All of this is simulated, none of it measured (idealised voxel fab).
process module | voxel self aligned contacts
cross-section cut | 245 nm wide | cells 5 nm
A cross-section is a grid of square cells, given in bands from the top down. A band is one or more rows of cells.
Each band's line starts with the height of the band's top and of its bottom, in nm. Then come its materials from left to right, each with its width in nm. One material with "throughout" fills the band from edge to edge. "air" is empty space.
Height 0 is the level under which the wafer as received is all one material. The lowest band goes on downwards, as in "0 down".
A width such as "30 to 40" changes by the same amount from each row of cells to the next, from the band's top row to its bottom row.
"no change" after a step means that no cell of the cross-section changed.
closed voids: empty space of 8 cells or more with no open way to the top, each as width x height at its distance from the left edge, in nm
after a step's settings: what the simulator itself notes on the step
overlay nm, on a step with a mask: how far to the right of its planned place the mask lay; to the left if negative
plan
1 op RECEIVE | material Si
2 op OXIDIZE | depth nm 5
3 op DIRECTIONAL_DEP | material polySi | thk nm 20
4 op DIRECTIONAL_DEP | material SiN | thk nm 20
5 op PATTERN | tone cover | mask id GATE | material resist | width nm 35 | pitch nm 60 | thk nm 20 | overlay nm 0
6 op DIRECTIONAL_ETCH | etch materials SiN | depth nm 20
7 op DIRECTIONAL_ETCH | etch materials polySi | depth nm 20
8 op STRIP | etch materials resist
9 op CONFORMAL_DEP | material SiN | thk nm 5
10 op DIRECTIONAL_ETCH | etch materials SiN | depth nm 5
11 op FILL_DEP | material SiO2 | thk nm 10
12 op CMP | height nm 45
13 op MASKED_ETCH | tone open | mask id CONTACT | width nm 45 | etch materials SiO2 | depth nm 50 | overlay nm 0
14 op CONFORMAL_DEP | material TiN | thk nm 5
15 op FILL_DEP | material W | thk nm 10
16 op CMP | height nm 45
17 op CONFORMAL_DEP | material SiN | thk nm 5
as received, after step 1
  0 down: Si throughout
  closed voids: none
a wafer at the end: this start, this plan, one mistake
  50 to 45: SiN throughout
  45 to 40: SiO2 70 | SiN 45 | TiN 15 | SiN 45 | SiO2 70
  40 to 20: SiN throughout
  20 to 0: polySi throughout
  0 to -5: SiO2 throughout
  -5 down: Si throughout
  closed voids: none
what went wrong: step 4 was run twice
